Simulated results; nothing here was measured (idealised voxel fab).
You're looking at the process module voxel ribs on slabs.
The cross-section shown here is cut; it is 240 nm wide and divided into square cells measuring 5 nm on a side.
A cross-section in this document is a grid of square cells, and it is written down as bands, the top band listed before the ones below it; a band is made up of one or more rows of cells.
Band: top and bottom heights (nm) first, top before bottom; then materials from left to right, widths in nm. "edge to edge" marks a sole material filling the band edge to edge. "empty" denotes empty space.
Ref level 0: as-received wafer is one material below here. Bottom band extends down with no lower bound ("0 nm and below").
The two numbers in a width such as "30..40" mark its ends across the band: the first belongs to the top row of cells, the second to the bottom row, and from each row to the next the width moves by the same amount.
Given "all unchanged" for a step, no cell of the cross-section differs between before and after that step.
"Closed void register": sealed empty spaces, 8 cells or more, no open way to top, listed width x height at distance, with distance from the left edge and width, height and distance in nm.
Anything after a step's settings on that line? It's the simulator's own note about the step.
"overlay nm" answers the question of how far to the right of plan the mask lay on a step that has a mask, and when it is negative the answer is to the left.

This section lists the process steps that were planned
1 RECEIVE, material Si
2 DIRECTIONAL_DEP, material SiO2, thk nm 25
3 DIRECTIONAL_DEP, material polySi, thk nm 20
4 PATTERN, tone cover, mask id RIB, material resist, width nm 25, thk nm 15, overlay nm 0
5 DIRECTIONAL_ETCH, etch materials polySi, depth nm 5
6 STRIP, etch materials resist
7 PATTERN, tone cover, mask id SLAB, material resist, width nm 75, thk nm 20, overlay nm 0
8 DIRECTIONAL_ETCH, etch materials polySi, depth nm 15
9 STRIP, etch materials resist
10 FILL_DEP, material SiO2, thk nm 25
11 CMP, height nm 65
12 DIRECTIONAL_DEP, material TiN, thk nm 10
13 MASKED_ETCH, tone cover, mask id HEATER, width nm 35, etch materials TiN, depth nm 10, overlay nm 0
14 CONFORMAL_DEP, material SiO2, thk nm 5

First of the two wafers, run per plan

As received (post step 1): cross-section
- 0 nm and below = Si edge to edge
- Closed void register: none

Wafer xsec, post step 2
- 25 nm to 0 nm = SiO2 edge to edge
- Whatever lies below 0 is exactly as it was before.

Wafer xsec, post step 3
- 45 nm to 25 nm = polySi edge to edge
- Whatever lies below 25 is exactly as it was before.

Wafer xsec, post step 4
- 60 nm to 45 nm = empty 105 nm; resist 25 nm; empty 110 nm
- Whatever lies below 45 is exactly as it was before.

Wafer xsec, post step 5
- 60 nm to 45 nm = empty 105 nm; resist 25 nm; empty 110 nm
- 45 nm to 40 nm = empty 105 nm; polySi 25 nm; empty 110 nm
- Whatever lies below 40 is exactly as it was before.

Wafer xsec, post step 6
- 45 nm to 40 nm = empty 105 nm; polySi 25 nm; empty 110 nm
- Whatever lies below 40 is exactly as it was before.

Wafer xsec, post step 7
- 65 nm to 45 nm = empty 80 nm; resist 75 nm; empty 85 nm
- 45 nm to 40 nm = empty 80 nm; resist 25 nm; polySi 25 nm; resist 25 nm; empty 85 nm
- Whatever lies below 40 is exactly as it was before.

Wafer xsec, post step 8
- 65 nm to 45 nm = empty 80 nm; resist 75 nm; empty 85 nm
- 45 nm to 40 nm = empty 80 nm; resist 25 nm; polySi 25 nm; resist 25 nm; empty 85 nm
- 40 nm to 25 nm = empty 80 nm; polySi 75 nm; empty 85 nm
- Whatever lies below 25 is exactly as it was before.

Wafer xsec, post step 9
- 45 nm to 40 nm = empty 105 nm; polySi 25 nm; empty 110 nm
- Whatever lies below 40 is exactly as it was before.

Wafer xsec, post step 10
- 70 nm to 45 nm = SiO2 edge to edge
- 45 nm to 40 nm = SiO2 105 nm; polySi 25 nm; SiO2 110 nm
- 40 nm to 25 nm = SiO2 80 nm; polySi 75 nm; SiO2 85 nm
- Whatever lies below 25 is exactly as it was before.

Wafer xsec, post step 11
- 65 nm to 45 nm = SiO2 edge to edge
- Whatever lies below 45 is exactly as it was before.

Wafer xsec, post step 12
- 75 nm to 65 nm = TiN edge to edge
- Whatever lies below 65 is exactly as it was before.

Wafer xsec, post step 13
- 75 nm to 65 nm = empty 100 nm; TiN 35 nm; empty 105 nm
- Whatever lies below 65 is exactly as it was before.

Wafer xsec, post step 14
- 80 nm to 75 nm = empty 95 nm; SiO2 45 nm; empty 100 nm
- 75 nm to 70 nm = empty 95 nm; SiO2 5 nm; TiN 35 nm; SiO2 5 nm; empty 100 nm
- 70 nm to 65 nm = SiO2 100 nm; TiN 35 nm; SiO2 105 nm
- Whatever lies below 65 is exactly as it was before.

Second wafer, same starting state and plan as the first, one mistake in the run, identical through step 1

Cross-section of the second wafer corresponding to the planned conclusion of step 2
- 20 nm to 0 nm = polySi edge to edge
- Whatever lies below 0 is exactly as it was before.

Cross-section of the second wafer corresponding to the planned conclusion of step 3
- 45 nm to 20 nm = SiO2 edge to edge
- Whatever lies below 20 is exactly as it was before.

Cross-section of the second wafer corresponding to the planned conclusion of step 4
- 60 nm to 45 nm = empty 105 nm; resist 25 nm; empty 110 nm
- Whatever lies below 45 is exactly as it was before.

Cross-section of the second wafer corresponding to the planned conclusion of step 5: all unchanged

Cross-section of the second wafer corresponding to the planned conclusion of step 6
- 45 nm to 20 nm = SiO2 edge to edge
- Whatever lies below 20 is exactly as it was before.

Cross-section of the second wafer corresponding to the planned conclusion of step 7
- 65 nm to 45 nm = empty 80 nm; resist 75 nm; empty 85 nm
- Whatever lies below 45 is exactly as it was before.

Cross-section of the second wafer corresponding to the planned conclusion of step 8: all unchanged

Cross-section of the second wafer corresponding to the planned conclusion of step 9
- 45 nm to 20 nm = SiO2 edge to edge
- Whatever lies below 20 is exactly as it was before.

Cross-section of the second wafer corresponding to the planned conclusion of step 10
- 70 nm to 20 nm = SiO2 edge to edge
- Whatever lies below 20 is exactly as it was before.

Cross-section of the second wafer corresponding to the planned conclusion of step 11
- 65 nm to 20 nm = SiO2 edge to edge
- Whatever lies below 20 is exactly as it was before.

Cross-section of the second wafer corresponding to the planned conclusion of step 12
- 75 nm to 65 nm = TiN edge to edge
- Whatever lies below 65 is exactly as it was before.

Cross-section of the second wafer corresponding to the planned conclusion of step 13
- 75 nm to 65 nm = empty 100 nm; TiN 35 nm; empty 105 nm
- Whatever lies below 65 is exactly as it was before.

Cross-section of the second wafer corresponding to the planned conclusion of step 14
- 80 nm to 75 nm = empty 95 nm; SiO2 45 nm; empty 100 nm
- 75 nm to 70 nm = empty 95 nm; SiO2 5 nm; TiN 35 nm; SiO2 5 nm; empty 100 nm
- 70 nm to 65 nm = SiO2 100 nm; TiN 35 nm; SiO2 105 nm
- Whatever lies below 65 is exactly as it was before.
Finding, execution versus plan: order of steps 2 and 3 inverted relative to the plan
Cell-count delta at end, second wafer over first, by material: 142 fewer of SiO2 | 142 more of polySi
